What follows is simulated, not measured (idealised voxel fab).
process module | voxel self aligned vias
cross-section cut | 300 nm wide | cells 5 nm
A cross-section is a grid of square cells, given in bands from the top down. A band is one or more rows of cells.
Each band's line starts with the height of the band's top and of its bottom, in nm. Then come its materials from left to right, each with its width in nm. One material with "throughout" fills the band from edge to edge. "air" is empty space.
Height 0 is the level under which the wafer as received is all one material. The lowest band goes on downwards, as in "0 down".
A width such as "30 to 40" changes by the same amount from each row of cells to the next, from the band's top row to its bottom row.
"no change" after a step means that no cell of the cross-section changed.
closed voids: empty space of 8 cells or more with no open way to the top, each as width x height at its distance from the left edge, in nm
after a step's settings: what the simulator itself notes on the step
overlay nm, on a step with a mask: how far to the right of its planned place the mask lay; to the left if negative
plan
1 op RECEIVE | material Si
2 op CONFORMAL_DEP | material SiO2 | thk nm 10
3 op CONFORMAL_DEP | material SiCN | thk nm 5
4 op DIRECTIONAL_DEP | material lowk | thk nm 30
5 op MASKED_ETCH | tone open | mask id LINES | width nm 20 | pitch nm 70 | etch materials lowk | depth nm 30 | overlay nm 0
6 op CONFORMAL_DEP | material TiN | thk nm 5
7 op FILL_DEP | material Ru | thk nm 10
8 op CMP | height nm 45
9 op SELECTIVE_ETCH | etch materials W Ru TiN | depth nm 10
10 op FILL_DEP | material SiN | thk nm 5
11 op CMP | height nm 45
12 op DIRECTIONAL_DEP | material lowk | thk nm 20
13 op DIRECTIONAL_DEP | material aC | thk nm 15
14 op PATTERN | tone open | mask id VIAS | material resist | width nm 40 | pitch nm 140 | thk nm 30 | overlay nm 0
15 op DIRECTIONAL_ETCH | etch materials aC | depth nm 15
16 op STRIP | etch materials resist
17 op DIRECTIONAL_ETCH | etch materials lowk | depth nm 20
18 op DIRECTIONAL_ETCH | etch materials SiN | depth nm 10
19 op STRIP | etch materials aC
20 op CONFORMAL_DEP | material TiN | thk nm 5
21 op FILL_DEP | material Cu | thk nm 5
22 op CMP | height nm 65
23 op CONFORMAL_DEP | material SiCN | thk nm 5
first wafer, as planned
as received, after step 1
  0 down: Si throughout
  closed voids: none
after step 2
  10 to 0: SiO2 throughout
  below 0: unchanged
after step 3
  15 to 10: SiCN throughout
  below 10: unchanged
after step 4
  45 to 15: lowk throughout
  below 15: unchanged
after step 5
  45 to 15: lowk 70 | air 20 | lowk 50 | air 20 | lowk 50 | air 20 | lowk 70
  below 15: unchanged
after step 6
  50 to 45: TiN 75 | air 10 | TiN 60 | air 10 | TiN 60 | air 10 | TiN 75
  45 to 20: lowk 70 | TiN 5 | air 10 | TiN 5 | lowk 50 | TiN 5 | air 10 | TiN 5 | lowk 50 | TiN 5 | air 10 | TiN 5 | lowk 70
  20 to 15: lowk 70 | TiN 20 | lowk 50 | TiN 20 | lowk 50 | TiN 20 | lowk 70
  below 15: unchanged
after step 7
  60 to 50: Ru throughout
  50 to 45: TiN 75 | Ru 10 | TiN 60 | Ru 10 | TiN 60 | Ru 10 | TiN 75
  45 to 20: lowk 70 | TiN 5 | Ru 10 | TiN 5 | lowk 50 | TiN 5 | Ru 10 | TiN 5 | lowk 50 | TiN 5 | Ru 10 | TiN 5 | lowk 70
  below 20: unchanged
after step 8
  45 to 20: lowk 70 | TiN 5 | Ru 10 | TiN 5 | lowk 50 | TiN 5 | Ru 10 | TiN 5 | lowk 50 | TiN 5 | Ru 10 | TiN 5 | lowk 70
  below 20: unchanged
after step 9
  45 to 35: lowk 70 | air 20 | lowk 50 | air 20 | lowk 50 | air 20 | lowk 70
  below 35: unchanged
after step 10
  50 to 45: SiN throughout
  45 to 35: lowk 70 | SiN 20 | lowk 50 | SiN 20 | lowk 50 | SiN 20 | lowk 70
  below 35: unchanged
after step 11
  45 to 35: lowk 70 | SiN 20 | lowk 50 | SiN 20 | lowk 50 | SiN 20 | lowk 70
  below 35: unchanged
after step 12
  65 to 45: lowk throughout
  below 45: unchanged
after step 13
  80 to 65: aC throughout
  below 65: unchanged
after step 14
  110 to 80: resist 60 | air 40 | resist 100 | air 40 | resist 60
  below 80: unchanged
after step 15
  95 to 80: resist 60 | air 40 | resist 100 | air 40 | resist 60
  80 to 65: aC 60 | air 40 | aC 100 | air 40 | aC 60
  below 65: unchanged
after step 16
  80 to 65: aC 60 | air 40 | aC 100 | air 40 | aC 60
  below 65: unchanged
after step 17
  80 to 65: aC 60 | air 40 | aC 100 | air 40 | aC 60
  65 to 45: lowk 60 | air 40 | lowk 100 | air 40 | lowk 60
  below 45: unchanged
after step 18
  80 to 65: aC 60 | air 40 | aC 100 | air 40 | aC 60
  65 to 45: lowk 60 | air 40 | lowk 100 | air 40 | lowk 60
  45 to 35: lowk 70 | air 20 | lowk 50 | SiN 20 | lowk 50 | air 20 | lowk 70
  below 35: unchanged
after step 19
  65 to 45: lowk 60 | air 40 | lowk 100 | air 40 | lowk 60
  below 45: unchanged
after step 20
  70 to 65: TiN 65 | air 30 | TiN 110 | air 30 | TiN 65
  65 to 50: lowk 60 | TiN 5 | air 30 | TiN 5 | lowk 100 | TiN 5 | air 30 | TiN 5 | lowk 60
  50 to 45: lowk 60 | TiN 15 | air 10 | TiN 15 | lowk 100 | TiN 15 | air 10 | TiN 15 | lowk 60
  45 to 40: lowk 70 | TiN 5 | air 10 | TiN 5 | lowk 50 | SiN 20 | lowk 50 | TiN 5 | air 10 | TiN 5 | lowk 70
  40 to 35: lowk 70 | TiN 20 | lowk 50 | SiN 20 | lowk 50 | TiN 20 | lowk 70
  below 35: unchanged
after step 21
  75 to 70: Cu throughout
  70 to 65: TiN 65 | Cu 30 | TiN 110 | Cu 30 | TiN 65
  65 to 50: lowk 60 | TiN 5 | Cu 30 | TiN 5 | lowk 100 | TiN 5 | Cu 30 | TiN 5 | lowk 60
  50 to 45: lowk 60 | TiN 15 | Cu 10 | TiN 15 | lowk 100 | TiN 15 | Cu 10 | TiN 15 | lowk 60
  45 to 40: lowk 70 | TiN 5 | Cu 10 | TiN 5 | lowk 50 | SiN 20 | lowk 50 | TiN 5 | Cu 10 | TiN 5 | lowk 70
  below 40: unchanged
after step 22
  65 to 50: lowk 60 | TiN 5 | Cu 30 | TiN 5 | lowk 100 | TiN 5 | Cu 30 | TiN 5 | lowk 60
  below 50: unchanged
after step 23
  70 to 65: SiCN throughout
  below 65: unchanged
second wafer: like start, like plan, one mistake. Through step 4 it matches the first wafer
when step 5 should have ended
  45 to 15: air 70 | lowk 20 | air 50 | lowk 20 | air 50 | lowk 20 | air 70
  below 15: unchanged
when step 6 should have ended
  50 to 45: air 65 | TiN 30 | air 40 | TiN 30 | air 40 | TiN 30 | air 65
  45 to 20: air 65 | TiN 5 | lowk 20 | TiN 5 | air 40 | TiN 5 | lowk 20 | TiN 5 | air 40 | TiN 5 | lowk 20 | TiN 5 | air 65
  20 to 15: TiN 70 | lowk 20 | TiN 50 | lowk 20 | TiN 50 | lowk 20 | TiN 70
  below 15: unchanged
when step 7 should have ended
  60 to 50: Ru throughout
  50 to 45: Ru 65 | TiN 30 | Ru 40 | TiN 30 | Ru 40 | TiN 30 | Ru 65
  45 to 20: Ru 65 | TiN 5 | lowk 20 | TiN 5 | Ru 40 | TiN 5 | lowk 20 | TiN 5 | Ru 40 | TiN 5 | lowk 20 | TiN 5 | Ru 65
  below 20: unchanged
when step 8 should have ended
  45 to 20: Ru 65 | TiN 5 | lowk 20 | TiN 5 | Ru 40 | TiN 5 | lowk 20 | TiN 5 | Ru 40 | TiN 5 | lowk 20 | TiN 5 | Ru 65
  below 20: unchanged
when step 9 should have ended
  45 to 35: air 70 | lowk 20 | air 50 | lowk 20 | air 50 | lowk 20 | air 70
  below 35: unchanged
when step 10 should have ended
  50 to 45: SiN throughout
  45 to 35: SiN 70 | lowk 20 | SiN 50 | lowk 20 | SiN 50 | lowk 20 | SiN 70
  below 35: unchanged
when step 11 should have ended
  45 to 35: SiN 70 | lowk 20 | SiN 50 | lowk 20 | SiN 50 | lowk 20 | SiN 70
  below 35: unchanged
when step 12 should have ended
  65 to 45: lowk throughout
  below 45: unchanged
when step 13 should have ended
  80 to 65: aC throughout
  below 65: unchanged
when step 14 should have ended
  110 to 80: resist 60 | air 40 | resist 100 | air 40 | resist 60
  below 80: unchanged
when step 15 should have ended
  95 to 80: resist 60 | air 40 | resist 100 | air 40 | resist 60
  80 to 65: aC 60 | air 40 | aC 100 | air 40 | aC 60
  below 65: unchanged
when step 16 should have ended
  80 to 65: aC 60 | air 40 | aC 100 | air 40 | aC 60
  below 65: unchanged
when step 17 should have ended
  80 to 65: aC 60 | air 40 | aC 100 | air 40 | aC 60
  65 to 45: lowk 60 | air 40 | lowk 100 | air 40 | lowk 60
  below 45: unchanged
when step 18 should have ended
  80 to 65: aC 60 | air 40 | aC 100 | air 40 | aC 60
  65 to 45: lowk 60 | air 40 | lowk 100 | air 40 | lowk 60
  45 to 35: SiN 60 | air 10 | lowk 20 | air 10 | SiN 40 | lowk 20 | SiN 40 | air 10 | lowk 20 | air 10 | SiN 60
  below 35: unchanged
when step 19 should have ended
  65 to 45: lowk 60 | air 40 | lowk 100 | air 40 | lowk 60
  below 45: unchanged
when step 20 should have ended
  70 to 65: TiN 65 | air 30 | TiN 110 | air 30 | TiN 65
  65 to 50: lowk 60 | TiN 5 | air 30 | TiN 5 | lowk 100 | TiN 5 | air 30 | TiN 5 | lowk 60
  50 to 45: lowk 60 | TiN 40 | lowk 100 | TiN 40 | lowk 60
  45 to 35: SiN 60 | TiN 10 | lowk 20 | TiN 10 | SiN 40 | lowk 20 | SiN 40 | TiN 10 | lowk 20 | TiN 10 | SiN 60
  below 35: unchanged
when step 21 should have ended
  75 to 70: Cu throughout
  70 to 65: TiN 65 | Cu 30 | TiN 110 | Cu 30 | TiN 65
  65 to 50: lowk 60 | TiN 5 | Cu 30 | TiN 5 | lowk 100 | TiN 5 | Cu 30 | TiN 5 | lowk 60
  below 50: unchanged
when step 22 should have ended
  65 to 50: lowk 60 | TiN 5 | Cu 30 | TiN 5 | lowk 100 | TiN 5 | Cu 30 | TiN 5 | lowk 60
  below 50: unchanged
when step 23 should have ended
  70 to 65: SiCN throughout
  below 65: unchanged
what went wrong: step 5 ran as: op MASKED_ETCH | tone cover | mask id LINES | width nm 20 | pitch nm 70 | etch materials lowk | depth nm 30 | overlay nm 0
at the end the second wafer has, in cells: 8 fewer of Cu | 108 more of Ru | 72 more of SiN | 44 more of TiN | 216 fewer of lowk
